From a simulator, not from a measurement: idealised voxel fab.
Herein follows the process module entitled voxel self aligned vias.
290 nm wide, 5 nm square cells: that's cross-section cut.
Just so we're on the same page, the cross-sections are grids of square cells, and they're listed out in bands top to bottom, each band one or more rows deep. Per band: top height and bottom height in nm, followed by the left-to-right materials and their widths in nm; "edge to edge" marks a single material spanning edge to edge, "air" marks empty space. Beneath 0, the wafer as received is one material, and that level is where height counting begins. The lowest band goes on downward without a bottom; it is written like "0 -> down". A width such as "30..40" changes by the same amount from each row of cells to the next, from the band's top row to its bottom row. "nothing was modified" after a step means that no cell of the cross-section changed. In "Closed cavities" the enclosed voids are listed, meaning empty spaces of 8 cells or larger without any opening to the top. The form is width x height at distance, distance from the left edge, units nm. Formally, on a step line, whatever follows the settings is a remark that the simulator itself makes on the step. overlay nm: step with mask; distance mask lay right of planned place; negative value = left of planned place.
# So here's the lineup of process steps we planned
1) RECEIVE [material Si]
2) CONFORMAL_DEP [material SiO2] [thk nm 15]
3) CONFORMAL_DEP [material SiCN] [thk nm 5]
4) DIRECTIONAL_DEP [material SiO2] [thk nm 20]
5) PATTERN [tone open] [mask id LINES] [material resist] [width nm 25] [pitch nm 55] [thk nm 15] [overlay nm 0]
6) DIRECTIONAL_ETCH [etch materials SiO2] [depth nm 20]
7) STRIP [etch materials resist]
8) CONFORMAL_DEP [material TiN] [thk nm 5]
9) FILL_DEP [material Ru] [thk nm 5]
10) CMP [height nm 40]
11) SELECTIVE_ETCH [etch materials W Ru TiN] [depth nm 10]
12) FILL_DEP [material SiN] [thk nm 10]
13) CMP [height nm 40]
14) DIRECTIONAL_DEP [material SiO2] [thk nm 15]
15) DIRECTIONAL_DEP [material aC] [thk nm 15]
16) PATTERN [tone open] [mask id VIAS] [material resist] [width nm 35] [pitch nm 55] [thk nm 35] [overlay nm 0]
17) DIRECTIONAL_ETCH [etch materials aC] [depth nm 15]
18) STRIP [etch materials resist]
19) DIRECTIONAL_ETCH [etch materials SiO2] [depth nm 15]
20) DIRECTIONAL_ETCH [etch materials SiN] [depth nm 10]
21) STRIP [etch materials aC]
22) CONFORMAL_DEP [material TiN] [thk nm 5]
23) FILL_DEP [material Ru] [thk nm 5]
24) CMP [height nm 55]
25) CONFORMAL_DEP [material SiCN] [thk nm 5]
# Wafer, first of two, run as planned
# Delivered wafer in cross-section: state after step 1
  0 -> down | Si edge to edge
  Closed cavities: none
# Wafer after step 2 (cross-section)
  15 -> 0 | SiO2 edge to edge
  Note: structure below 0 unchanged.
# Wafer after step 3 (cross-section)
  20 -> 15 | SiCN edge to edge
  Note: structure below 15 unchanged.
# Wafer after step 4 (cross-section)
  40 -> 20 | SiO2 edge to edge
  Note: structure below 20 unchanged.
# Wafer after step 5 (cross-section)
  55 -> 40 | 105 nm resist, 25 nm air, 30 nm resist, 25 nm air, 105 nm resist
  Note: structure below 40 unchanged.
# Wafer after step 6 (cross-section)
  55 -> 40 | 105 nm resist, 25 nm air, 30 nm resist, 25 nm air, 105 nm resist
  40 -> 20 | 105 nm SiO2, 25 nm air, 30 nm SiO2, 25 nm air, 105 nm SiO2
  Note: structure below 20 unchanged.
# Wafer after step 7 (cross-section)
  40 -> 20 | 105 nm SiO2, 25 nm air, 30 nm SiO2, 25 nm air, 105 nm SiO2
  Note: structure below 20 unchanged.
# Wafer after step 8 (cross-section)
  45 -> 40 | 110 nm TiN, 15 nm air, 40 nm TiN, 15 nm air, 110 nm TiN
  40 -> 25 | 105 nm SiO2, 5 nm TiN, 15 nm air, 5 nm TiN, 30 nm SiO2, 5 nm TiN, 15 nm air, 5 nm TiN, 105 nm SiO2
  25 -> 20 | 105 nm SiO2, 25 nm TiN, 30 nm SiO2, 25 nm TiN, 105 nm SiO2
  Note: structure below 20 unchanged.
# Wafer after step 9 (cross-section)
  50 -> 45 | Ru edge to edge
  45 -> 40 | 110 nm TiN, 15 nm Ru, 40 nm TiN, 15 nm Ru, 110 nm TiN
  40 -> 25 | 105 nm SiO2, 5 nm TiN, 15 nm Ru, 5 nm TiN, 30 nm SiO2, 5 nm TiN, 15 nm Ru, 5 nm TiN, 105 nm SiO2
  Note: structure below 25 unchanged.
# Wafer after step 10 (cross-section)
  40 -> 25 | 105 nm SiO2, 5 nm TiN, 15 nm Ru, 5 nm TiN, 30 nm SiO2, 5 nm TiN, 15 nm Ru, 5 nm TiN, 105 nm SiO2
  Note: structure below 25 unchanged.
# Wafer after step 11 (cross-section)
  40 -> 30 | 105 nm SiO2, 25 nm air, 30 nm SiO2, 25 nm air, 105 nm SiO2
  Note: structure below 30 unchanged.
# Wafer after step 12 (cross-section)
  50 -> 40 | SiN edge to edge
  40 -> 30 | 105 nm SiO2, 25 nm SiN, 30 nm SiO2, 25 nm SiN, 105 nm SiO2
  Note: structure below 30 unchanged.
# Wafer after step 13 (cross-section)
  40 -> 30 | 105 nm SiO2, 25 nm SiN, 30 nm SiO2, 25 nm SiN, 105 nm SiO2
  Note: structure below 30 unchanged.
# Wafer after step 14 (cross-section)
  55 -> 40 | SiO2 edge to edge
  Note: structure below 40 unchanged.
# Wafer after step 15 (cross-section)
  70 -> 55 | aC edge to edge
  Note: structure below 55 unchanged.
# Wafer after step 16 (cross-section)
  105 -> 70 | 100 nm resist, 35 nm air, 20 nm resist, 35 nm air, 100 nm resist
  Note: structure below 70 unchanged.
# Wafer after step 17 (cross-section)
  90 -> 70 | 100 nm resist, 35 nm air, 20 nm resist, 35 nm air, 100 nm resist
  70 -> 55 | 100 nm aC, 35 nm air, 20 nm aC, 35 nm air, 100 nm aC
  Note: structure below 55 unchanged.
# Wafer after step 18 (cross-section)
  70 -> 55 | 100 nm aC, 35 nm air, 20 nm aC, 35 nm air, 100 nm aC
  Note: structure below 55 unchanged.
# Wafer after step 19 (cross-section)
  70 -> 55 | 100 nm aC, 35 nm air, 20 nm aC, 35 nm air, 100 nm aC
  55 -> 40 | 100 nm SiO2, 35 nm air, 20 nm SiO2, 35 nm air, 100 nm SiO2
  Note: structure below 40 unchanged.
# Wafer after step 20 (cross-section)
  70 -> 55 | 100 nm aC, 35 nm air, 20 nm aC, 35 nm air, 100 nm aC
  55 -> 40 | 100 nm SiO2, 35 nm air, 20 nm SiO2, 35 nm air, 100 nm SiO2
  40 -> 30 | 105 nm SiO2, 25 nm air, 30 nm SiO2, 25 nm air, 105 nm SiO2
  Note: structure below 30 unchanged.
# Wafer after step 21 (cross-section)
  55 -> 40 | 100 nm SiO2, 35 nm air, 20 nm SiO2, 35 nm air, 100 nm SiO2
  Note: structure below 40 unchanged.
# Wafer after step 22 (cross-section)
  60 -> 55 | 105 nm TiN, 25 nm air, 30 nm TiN, 25 nm air, 105 nm TiN
  55 -> 45 | 100 nm SiO2, 5 nm TiN, 25 nm air, 5 nm TiN, 20 nm SiO2, 5 nm TiN, 25 nm air, 5 nm TiN, 100 nm SiO2
  45 -> 35 | 100..105 nm SiO2, 10..5 nm TiN, 15 nm air, 10..5 nm TiN, 20..30 nm SiO2, 10..5 nm TiN, 15 nm air, 10..5 nm TiN, 100..105 nm SiO2
  35 -> 30 | 105 nm SiO2, 25 nm TiN, 30 nm SiO2, 25 nm TiN, 105 nm SiO2
  Note: structure below 30 unchanged.
# Wafer after step 23 (cross-section)
  65 -> 60 | Ru edge to edge
  60 -> 55 | 105 nm TiN, 25 nm Ru, 30 nm TiN, 25 nm Ru, 105 nm TiN
  55 -> 45 | 100 nm SiO2, 5 nm TiN, 25 nm Ru, 5 nm TiN, 20 nm SiO2, 5 nm TiN, 25 nm Ru, 5 nm TiN, 100 nm SiO2
  45 -> 35 | 100..105 nm SiO2, 10..5 nm TiN, 15 nm Ru, 10..5 nm TiN, 20..30 nm SiO2, 10..5 nm TiN, 15 nm Ru, 10..5 nm TiN, 100..105 nm SiO2
  Note: structure below 35 unchanged.
# Wafer after step 24 (cross-section)
  55 -> 45 | 100 nm SiO2, 5 nm TiN, 25 nm Ru, 5 nm TiN, 20 nm SiO2, 5 nm TiN, 25 nm Ru, 5 nm TiN, 100 nm SiO2
  Note: structure below 45 unchanged.
# Wafer after step 25 (cross-section)
  60 -> 55 | SiCN edge to edge
  Note: structure below 55 unchanged.
# Regarding the second of the two wafers: it shared the first wafer's starting condition and process plan, yet one error occurred during its execution. Its history coincides with that of the first wafer up to and including step 2
# Cross-section of the second wafer corresponding to the planned conclusion of step 3
  35 -> 0 | SiO2 edge to edge
  Note: structure below 0 unchanged.
# Cross-section of the second wafer corresponding to the planned conclusion of step 4
  40 -> 35 | SiCN edge to edge
  Note: structure below 35 unchanged.
# Cross-section of the second wafer corresponding to the planned conclusion of step 5
  55 -> 40 | 105 nm resist, 25 nm air, 30 nm resist, 25 nm air, 105 nm resist
  Note: structure below 40 unchanged.
Cross-section of the second wafer corresponding to the planned conclusion of step 6: nothing was modified
# Cross-section of the second wafer corresponding to the planned conclusion of step 7
  40 -> 35 | SiCN edge to edge
  Note: structure below 35 unchanged.
# Cross-section of the second wafer corresponding to the planned conclusion of step 8
  45 -> 40 | TiN edge to edge
  Note: structure below 40 unchanged.
# Cross-section of the second wafer corresponding to the planned conclusion of step 9
  50 -> 45 | Ru edge to edge
  Note: structure below 45 unchanged.
# Cross-section of the second wafer corresponding to the planned conclusion of step 10
  40 -> 35 | SiCN edge to edge
  Note: structure below 35 unchanged.
Cross-section of the second wafer corresponding to the planned conclusion of step 11: nothing was modified
# Cross-section of the second wafer corresponding to the planned conclusion of step 12
  50 -> 40 | SiN edge to edge
  Note: structure below 40 unchanged.
# Cross-section of the second wafer corresponding to the planned conclusion of step 13
  40 -> 35 | SiCN edge to edge
  Note: structure below 35 unchanged.
# Cross-section of the second wafer corresponding to the planned conclusion of step 14
  55 -> 40 | SiO2 edge to edge
  Note: structure below 40 unchanged.
# Cross-section of the second wafer corresponding to the planned conclusion of step 15
  70 -> 55 | aC edge to edge
  Note: structure below 55 unchanged.
# Cross-section of the second wafer corresponding to the planned conclusion of step 16
  105 -> 70 | 100 nm resist, 35 nm air, 20 nm resist, 35 nm air, 100 nm resist
  Note: structure below 70 unchanged.
# Cross-section of the second wafer corresponding to the planned conclusion of step 17
  90 -> 70 | 100 nm resist, 35 nm air, 20 nm resist, 35 nm air, 100 nm resist
  70 -> 55 | 100 nm aC, 35 nm air, 20 nm aC, 35 nm air, 100 nm aC
  Note: structure below 55 unchanged.
# Cross-section of the second wafer corresponding to the planned conclusion of step 18
  70 -> 55 | 100 nm aC, 35 nm air, 20 nm aC, 35 nm air, 100 nm aC
  Note: structure below 55 unchanged.
# Cross-section of the second wafer corresponding to the planned conclusion of step 19
  70 -> 55 | 100 nm aC, 35 nm air, 20 nm aC, 35 nm air, 100 nm aC
  55 -> 40 | 100 nm SiO2, 35 nm air, 20 nm SiO2, 35 nm air, 100 nm SiO2
  Note: structure below 40 unchanged.
Cross-section of the second wafer corresponding to the planned conclusion of step 20: nothing was modified
# Cross-section of the second wafer corresponding to the planned conclusion of step 21
  55 -> 40 | 100 nm SiO2, 35 nm air, 20 nm SiO2, 35 nm air, 100 nm SiO2
  Note: structure below 40 unchanged.
# Cross-section of the second wafer corresponding to the planned conclusion of step 22
  60 -> 55 | 105 nm TiN, 25 nm air, 30 nm TiN, 25 nm air, 105 nm TiN
  55 -> 45 | 100 nm SiO2, 5 nm TiN, 25 nm air, 5 nm TiN, 20 nm SiO2, 5 nm TiN, 25 nm air, 5 nm TiN, 100 nm SiO2
  45 -> 40 | 100 nm SiO2, 35 nm TiN, 20 nm SiO2, 35 nm TiN, 100 nm SiO2
  Note: structure below 40 unchanged.
# Cross-section of the second wafer corresponding to the planned conclusion of step 23
  65 -> 60 | Ru edge to edge
  60 -> 55 | 105 nm TiN, 25 nm Ru, 30 nm TiN, 25 nm Ru, 105 nm TiN
  55 -> 45 | 100 nm SiO2, 5 nm TiN, 25 nm Ru, 5 nm TiN, 20 nm SiO2, 5 nm TiN, 25 nm Ru, 5 nm TiN, 100 nm SiO2
  Note: structure below 45 unchanged.
# Cross-section of the second wafer corresponding to the planned conclusion of step 24
  55 -> 45 | 100 nm SiO2, 5 nm TiN, 25 nm Ru, 5 nm TiN, 20 nm SiO2, 5 nm TiN, 25 nm Ru, 5 nm TiN, 100 nm SiO2
  Note: structure below 45 unchanged.
# Cross-section of the second wafer corresponding to the planned conclusion of step 25
  60 -> 55 | SiCN edge to edge
  Note: structure below 55 unchanged.
What broke from the plan during processing? a sequencing error occurred in which plan steps 3 and 4 were transposed
The second wafer ends with more or fewer cells of some materials than the first, per final count: Ru: 18 fewer; SiO2: 40 more; TiN: 22 fewer
